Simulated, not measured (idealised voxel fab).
process module | voxel capacitor over wiring
cross-section cut | 245 nm wide | cells 5 nm
A cross-section is a grid of square cells, given in bands from the top down. A band is one or more rows of cells.
Heads up on the band format: heights come first, top then bottom, in nm. After that it's the materials left to right, each with its width in nm. A single material flagged "full width" fills the whole band edge to edge, and "empty" means there's empty space there.
Heads up on the height convention: 0 is the point under which the incoming wafer is all one material, and the lowest band has no bottom, it just keeps going down, like "0 and below".
Width: "30->40" (first number = top row, second number = bottom row, same change from row to row of cells).
Where a step carries "everything unchanged", the cross-section came out of it unchanged, cell for cell.
Empty spaces counting at least 8 cells and having no open way to the top are listed in "Closed empty spaces". The notation width x height at distance is used for each, the distance being from the left edge and all three values in nm.
Text after the settings on a step's line: the simulator's own remark on that step.
"overlay nm" denotes, for a step that has a mask, the displacement of the mask to the right of its planned place, with negative values corresponding to the left.

### Steps planned for the process
1 RECEIVE [material Si]
2 CONFORMAL_DEP [material SiO2] [thk nm 15]
3 CONFORMAL_DEP [material SiN] [thk nm 5]
4 DIRECTIONAL_DEP [material SiO2] [thk nm 15]
5 MASKED_ETCH [tone open] [mask id METAL_1] [width nm 30] [pitch nm 100] [etch materials SiO2] [depth nm 15] [overlay nm 0]
6 MASKED_ETCH [tone open] [mask id METAL_1] [width nm 30] [pitch nm 100] [etch materials SiN] [depth nm 5] [overlay nm 0]
7 CONFORMAL_DEP [material TiN] [thk nm 5]
8 FILL_DEP [material W] [thk nm 10]
9 CMP [height nm 35]
10 EPI [material Ru] [thk nm 5]
11 FILL_DEP [material SiCN] [thk nm 5]
12 DIRECTIONAL_DEP [material SiO2] [thk nm 20]
13 DIRECTIONAL_DEP [material aC] [thk nm 15]
14 PATTERN [tone open] [mask id PLUG_1] [material resist] [width nm 15] [thk nm 35] [overlay nm 0]
15 DIRECTIONAL_ETCH [etch materials aC] [depth nm 15]
16 STRIP [etch materials resist]
17 DIRECTIONAL_ETCH [etch materials SiO2] [depth nm 20]
18 DIRECTIONAL_ETCH [etch materials SiCN] [depth nm 5]
19 STRIP [etch materials aC]
20 CONFORMAL_DEP [material TiN] [thk nm 5]
21 FILL_DEP [material Ru] [thk nm 5]
22 CMP [height nm 65]
23 DIRECTIONAL_DEP [material TiN] [thk nm 5]
24 DIRECTIONAL_DEP [material SiN] [thk nm 5]
25 DIRECTIONAL_DEP [material TiN] [thk nm 5]
26 DIRECTIONAL_DEP [material aC] [thk nm 15]
27 PATTERN [tone cover] [mask id UPPER_PLATE] [material resist] [width nm 75] [thk nm 30] [overlay nm 0]
28 DIRECTIONAL_ETCH [etch materials aC] [depth nm 15]
29 STRIP [etch materials resist]
30 DIRECTIONAL_ETCH [etch materials TiN] [depth nm 5]
31 DIRECTIONAL_ETCH [etch materials SiN] [depth nm 5]
32 STRIP [etch materials aC]
33 DIRECTIONAL_DEP [material aC] [thk nm 15]
34 PATTERN [tone cover] [mask id LOWER_PLATE] [material resist] [width nm 85] [thk nm 30] [overlay nm 0]
35 DIRECTIONAL_ETCH [etch materials aC] [depth nm 15]
36 STRIP [etch materials resist]
37 DIRECTIONAL_ETCH [etch materials TiN] [depth nm 5]
38 STRIP [etch materials aC]
39 FILL_DEP [material SiO2] [thk nm 20]
40 CMP [height nm 95]
41 PATTERN [tone open] [mask id PLUG_2] [material resist] [width nm 15] [thk nm 20] [overlay nm 0]
42 DIRECTIONAL_ETCH [etch materials SiO2] [depth nm 15]
43 STRIP [etch materials resist]
44 CONFORMAL_DEP [material TiN] [thk nm 5]
45 FILL_DEP [material Ru] [thk nm 10]
46 CMP [height nm 95]
47 CONFORMAL_DEP [material SiN] [thk nm 5]

### Wafer, first of two, run as planned

### Wafer cross-section on receipt, i.e. after step 1
0 and below = Si full width
Closed empty spaces: none

### So this is the wafer cross-section right after step 2
15 down to 0 = SiO2 full width
Under 0: no change, same as before.

### So this is the wafer cross-section right after step 3
20 down to 15 = SiN full width
Under 15: no change, same as before.

### So this is the wafer cross-section right after step 4
35 down to 20 = SiO2 full width
Under 20: no change, same as before.

### So this is the wafer cross-section right after step 5
35 down to 20 = SiO2 (55) | empty (30) | SiO2 (70) | empty (30) | SiO2 (60)
Under 20: no change, same as before.

### So this is the wafer cross-section right after step 6
35 down to 20 = SiO2 (55) | empty (30) | SiO2 (70) | empty (30) | SiO2 (60)
20 down to 15 = SiN (55) | empty (30) | SiN (70) | empty (30) | SiN (60)
Under 15: no change, same as before.

### So this is the wafer cross-section right after step 7
40 down to 35 = TiN (60) | empty (20) | TiN (80) | empty (20) | TiN (65)
35 down to 20 = SiO2 (55) | TiN (5) | empty (20) | TiN (5) | SiO2 (70) | TiN (5) | empty (20) | TiN (5) | SiO2 (60)
20 down to 15 = SiN (55) | TiN (30) | SiN (70) | TiN (30) | SiN (60)
Under 15: no change, same as before.

### So this is the wafer cross-section right after step 8
50 down to 40 = W full width
40 down to 35 = TiN (60) | W (20) | TiN (80) | W (20) | TiN (65)
35 down to 20 = SiO2 (55) | TiN (5) | W (20) | TiN (5) | SiO2 (70) | TiN (5) | W (20) | TiN (5) | SiO2 (60)
Under 20: no change, same as before.

### So this is the wafer cross-section right after step 9
35 down to 20 = SiO2 (55) | TiN (5) | W (20) | TiN (5) | SiO2 (70) | TiN (5) | W (20) | TiN (5) | SiO2 (60)
Under 20: no change, same as before.

### So this is the wafer cross-section right after step 10
40 down to 35 = empty (50) | Ru (40) | empty (60) | Ru (40) | empty (55)
Under 35: no change, same as before.

### So this is the wafer cross-section right after step 11
45 down to 40 = SiCN full width
40 down to 35 = SiCN (50) | Ru (40) | SiCN (60) | Ru (40) | SiCN (55)
Under 35: no change, same as before.

### So this is the wafer cross-section right after step 12
65 down to 45 = SiO2 full width
Under 45: no change, same as before.

### So this is the wafer cross-section right after step 13
80 down to 65 = aC full width
Under 65: no change, same as before.

### So this is the wafer cross-section right after step 14
115 down to 80 = resist (70) | empty (15) | resist (160)
Under 80: no change, same as before.

### So this is the wafer cross-section right after step 15
100 down to 80 = resist (70) | empty (15) | resist (160)
80 down to 65 = aC (70) | empty (15) | aC (160)
Under 65: no change, same as before.

### So this is the wafer cross-section right after step 16
80 down to 65 = aC (70) | empty (15) | aC (160)
Under 65: no change, same as before.

### So this is the wafer cross-section right after step 17
80 down to 65 = aC (70) | empty (15) | aC (160)
65 down to 45 = SiO2 (70) | empty (15) | SiO2 (160)
Under 45: no change, same as before.

### So this is the wafer cross-section right after step 18
80 down to 65 = aC (70) | empty (15) | aC (160)
65 down to 45 = SiO2 (70) | empty (15) | SiO2 (160)
45 down to 40 = SiCN (70) | empty (15) | SiCN (160)
Under 40: no change, same as before.

### So this is the wafer cross-section right after step 19
65 down to 45 = SiO2 (70) | empty (15) | SiO2 (160)
Under 45: no change, same as before.

### So this is the wafer cross-section right after step 20
70 down to 65 = TiN (75) | empty (5) | TiN (165)
65 down to 45 = SiO2 (70) | TiN (5) | empty (5) | TiN (5) | SiO2 (160)
45 down to 40 = SiCN (70) | TiN (15) | SiCN (160)
Under 40: no change, same as before.

### So this is the wafer cross-section right after step 21
75 down to 70 = Ru full width
70 down to 65 = TiN (75) | Ru (5) | TiN (165)
65 down to 45 = SiO2 (70) | TiN (5) | Ru (5) | TiN (5) | SiO2 (160)
Under 45: no change, same as before.

### So this is the wafer cross-section right after step 22
65 down to 45 = SiO2 (70) | TiN (5) | Ru (5) | TiN (5) | SiO2 (160)
Under 45: no change, same as before.

### So this is the wafer cross-section right after step 23
70 down to 65 = TiN full width
Under 65: no change, same as before.

### So this is the wafer cross-section right after step 24
75 down to 70 = SiN full width
Under 70: no change, same as before.

### So this is the wafer cross-section right after step 25
80 down to 75 = TiN full width
Under 75: no change, same as before.

### So this is the wafer cross-section right after step 26
95 down to 80 = aC full width
Under 80: no change, same as before.

### So this is the wafer cross-section right after step 27
125 down to 95 = empty (70) | resist (75) | empty (100)
Under 95: no change, same as before.

### So this is the wafer cross-section right after step 28
110 down to 95 = empty (70) | resist (75) | empty (100)
95 down to 80 = empty (70) | aC (75) | empty (100)
Under 80: no change, same as before.

### So this is the wafer cross-section right after step 29
95 down to 80 = empty (70) | aC (75) | empty (100)
Under 80: no change, same as before.

### So this is the wafer cross-section right after step 30
95 down to 80 = empty (70) | aC (75) | empty (100)
80 down to 75 = empty (70) | TiN (75) | empty (100)
Under 75: no change, same as before.

### So this is the wafer cross-section right after step 31
95 down to 80 = empty (70) | aC (75) | empty (100)
80 down to 75 = empty (70) | TiN (75) | empty (100)
75 down to 70 = empty (70) | SiN (75) | empty (100)
Under 70: no change, same as before.

### So this is the wafer cross-section right after step 32
80 down to 75 = empty (70) | TiN (75) | empty (100)
Under 75: no change, same as before.

### So this is the wafer cross-section right after step 33
95 down to 85 = empty (70) | aC (75) | empty (100)
85 down to 80 = aC full width
80 down to 75 = aC (70) | TiN (75) | aC (100)
75 down to 70 = aC (70) | SiN (75) | aC (100)
Under 70: no change, same as before.

### So this is the wafer cross-section right after step 34
125 down to 95 = empty (65) | resist (85) | empty (95)
95 down to 85 = empty (65) | resist (5) | aC (75) | resist (5) | empty (95)
Under 85: no change, same as before.

### So this is the wafer cross-section right after step 35
110 down to 95 = empty (65) | resist (85) | empty (95)
95 down to 85 = empty (65) | resist (5) | aC (75) | resist (5) | empty (95)
85 down to 80 = empty (65) | aC (85) | empty (95)
80 down to 75 = empty (65) | aC (5) | TiN (75) | aC (5) | empty (95)
75 down to 70 = empty (65) | aC (5) | SiN (75) | aC (5) | empty (95)
Under 70: no change, same as before.

### So this is the wafer cross-section right after step 36
95 down to 85 = empty (70) | aC (75) | empty (100)
Under 85: no change, same as before.

### So this is the wafer cross-section right after step 37
95 down to 85 = empty (70) | aC (75) | empty (100)
85 down to 80 = empty (65) | aC (85) | empty (95)
80 down to 75 = empty (65) | aC (5) | TiN (75) | aC (5) | empty (95)
75 down to 70 = empty (65) | aC (5) | SiN (75) | aC (5) | empty (95)
70 down to 65 = empty (65) | TiN (85) | empty (95)
Under 65: no change, same as before.

### So this is the wafer cross-section right after step 38
80 down to 75 = empty (70) | TiN (75) | empty (100)
75 down to 70 = empty (70) | SiN (75) | empty (100)
Under 70: no change, same as before.

### So this is the wafer cross-section right after step 39
100 down to 80 = SiO2 full width
80 down to 75 = SiO2 (70) | TiN (75) | SiO2 (100)
75 down to 70 = SiO2 (70) | SiN (75) | SiO2 (100)
70 down to 65 = SiO2 (65) | TiN (85) | SiO2 (95)
Under 65: no change, same as before.

### So this is the wafer cross-section right after step 40
95 down to 80 = SiO2 full width
Under 80: no change, same as before.

### So this is the wafer cross-section right after step 41
115 down to 95 = resist (80) | empty (15) | resist (150)
Under 95: no change, same as before.

### So this is the wafer cross-section right after step 42
115 down to 95 = resist (80) | empty (15) | resist (150)
95 down to 80 = SiO2 (80) | empty (15) | SiO2 (150)
Under 80: no change, same as before.

### So this is the wafer cross-section right after step 43
95 down to 80 = SiO2 (80) | empty (15) | SiO2 (150)
Under 80: no change, same as before.

### So this is the wafer cross-section right after step 44
100 down to 95 = TiN (85) | empty (5) | TiN (155)
95 down to 85 = SiO2 (80) | TiN (5) | empty (5) | TiN (5) | SiO2 (150)
85 down to 75 = SiO2 (80->70) | TiN (15->75) | SiO2 (150->100)
Under 75: no change, same as before.

### So this is the wafer cross-section right after step 45
110 down to 100 = Ru full width
100 down to 95 = TiN (85) | Ru (5) | TiN (155)
95 down to 85 = SiO2 (80) | TiN (5) | Ru (5) | TiN (5) | SiO2 (150)
Under 85: no change, same as before.

### So this is the wafer cross-section right after step 46
95 down to 85 = SiO2 (80) | TiN (5) | Ru (5) | TiN (5) | SiO2 (150)
Under 85: no change, same as before.

### So this is the wafer cross-section right after step 47
100 down to 95 = SiN full width
Under 95: no change, same as before.

### Second wafer, same starting conditions and recipe as the first, one mistake in executing it, nothing differs from the first up to and including step 24

Cross-sectional representation of the second wafer at the time designated in the plan for the completion of step 25: everything unchanged

### Cross-sectional representation of the second wafer at the time designated in the plan for the completion of step 26
90 down to 75 = aC full width
Under 75: no change, same as before.

### Cross-sectional representation of the second wafer at the time designated in the plan for the completion of step 27
120 down to 90 = empty (70) | resist (75) | empty (100)
Under 90: no change, same as before.

### Cross-sectional representation of the second wafer at the time designated in the plan for the completion of step 28
105 down to 90 = empty (70) | resist (75) | empty (100)
90 down to 75 = empty (70) | aC (75) | empty (100)
Under 75: no change, same as before.

### Cross-sectional representation of the second wafer at the time designated in the plan for the completion of step 29
90 down to 75 = empty (70) | aC (75) | empty (100)
Under 75: no change, same as before.

Cross-sectional representation of the second wafer at the time designated in the plan for the completion of step 30: everything unchanged

### Cross-sectional representation of the second wafer at the time designated in the plan for the completion of step 31
90 down to 75 = empty (70) | aC (75) | empty (100)
75 down to 70 = empty (70) | SiN (75) | empty (100)
Under 70: no change, same as before.

### Cross-sectional representation of the second wafer at the time designated in the plan for the completion of step 32
75 down to 70 = empty (70) | SiN (75) | empty (100)
Under 70: no change, same as before.

### Cross-sectional representation of the second wafer at the time designated in the plan for the completion of step 33
90 down to 85 = empty (70) | aC (75) | empty (100)
85 down to 75 = aC full width
75 down to 70 = aC (70) | SiN (75) | aC (100)
Under 70: no change, same as before.

### Cross-sectional representation of the second wafer at the time designated in the plan for the completion of step 34
120 down to 90 = empty (65) | resist (85) | empty (95)
90 down to 85 = empty (65) | resist (5) | aC (75) | resist (5) | empty (95)
Under 85: no change, same as before.

### Cross-sectional representation of the second wafer at the time designated in the plan for the completion of step 35
105 down to 90 = empty (65) | resist (85) | empty (95)
90 down to 85 = empty (65) | resist (5) | aC (75) | resist (5) | empty (95)
85 down to 75 = empty (65) | aC (85) | empty (95)
75 down to 70 = empty (65) | aC (5) | SiN (75) | aC (5) | empty (95)
Under 70: no change, same as before.

### Cross-sectional representation of the second wafer at the time designated in the plan for the completion of step 36
90 down to 85 = empty (70) | aC (75) | empty (100)
Under 85: no change, same as before.

### Cross-sectional representation of the second wafer at the time designated in the plan for the completion of step 37
90 down to 85 = empty (70) | aC (75) | empty (100)
85 down to 75 = empty (65) | aC (85) | empty (95)
75 down to 70 = empty (65) | aC (5) | SiN (75) | aC (5) | empty (95)
70 down to 65 = empty (65) | TiN (85) | empty (95)
Under 65: no change, same as before.

### Cross-sectional representation of the second wafer at the time designated in the plan for the completion of step 38
75 down to 70 = empty (70) | SiN (75) | empty (100)
Under 70: no change, same as before.

### Cross-sectional representation of the second wafer at the time designated in the plan for the completion of step 39
95 down to 75 = SiO2 full width
75 down to 70 = SiO2 (70) | SiN (75) | SiO2 (100)
70 down to 65 = SiO2 (65) | TiN (85) | SiO2 (95)
Under 65: no change, same as before.

Cross-sectional representation of the second wafer at the time designated in the plan for the completion of step 40: everything unchanged

### Cross-sectional representation of the second wafer at the time designated in the plan for the completion of step 41
115 down to 95 = resist (80) | empty (15) | resist (150)
Under 95: no change, same as before.

### Cross-sectional representation of the second wafer at the time designated in the plan for the completion of step 42
115 down to 95 = resist (80) | empty (15) | resist (150)
95 down to 80 = SiO2 (80) | empty (15) | SiO2 (150)
Under 80: no change, same as before.

### Cross-sectional representation of the second wafer at the time designated in the plan for the completion of step 43
95 down to 80 = SiO2 (80) | empty (15) | SiO2 (150)
Under 80: no change, same as before.

### Cross-sectional representation of the second wafer at the time designated in the plan for the completion of step 44
100 down to 95 = TiN (85) | empty (5) | TiN (155)
95 down to 85 = SiO2 (80) | TiN (5) | empty (5) | TiN (5) | SiO2 (150)
85 down to 80 = SiO2 (80) | TiN (15) | SiO2 (150)
Under 80: no change, same as before.

### Cross-sectional representation of the second wafer at the time designated in the plan for the completion of step 45
110 down to 100 = Ru full width
100 down to 95 = TiN (85) | Ru (5) | TiN (155)
95 down to 85 = SiO2 (80) | TiN (5) | Ru (5) | TiN (5) | SiO2 (150)
Under 85: no change, same as before.

### Cross-sectional representation of the second wafer at the time designated in the plan for the completion of step 46
95 down to 85 = SiO2 (80) | TiN (5) | Ru (5) | TiN (5) | SiO2 (150)
Under 85: no change, same as before.

### Cross-sectional representation of the second wafer at the time designated in the plan for the completion of step 47
100 down to 95 = SiN full width
Under 95: no change, same as before.
Short version of what went wrong: the plan's step 25 went unexecuted, having been skipped
End check, counted in cells, second wafer has more or fewer of these materials than the first: SiO2: 15 more, TiN: 15 fewer
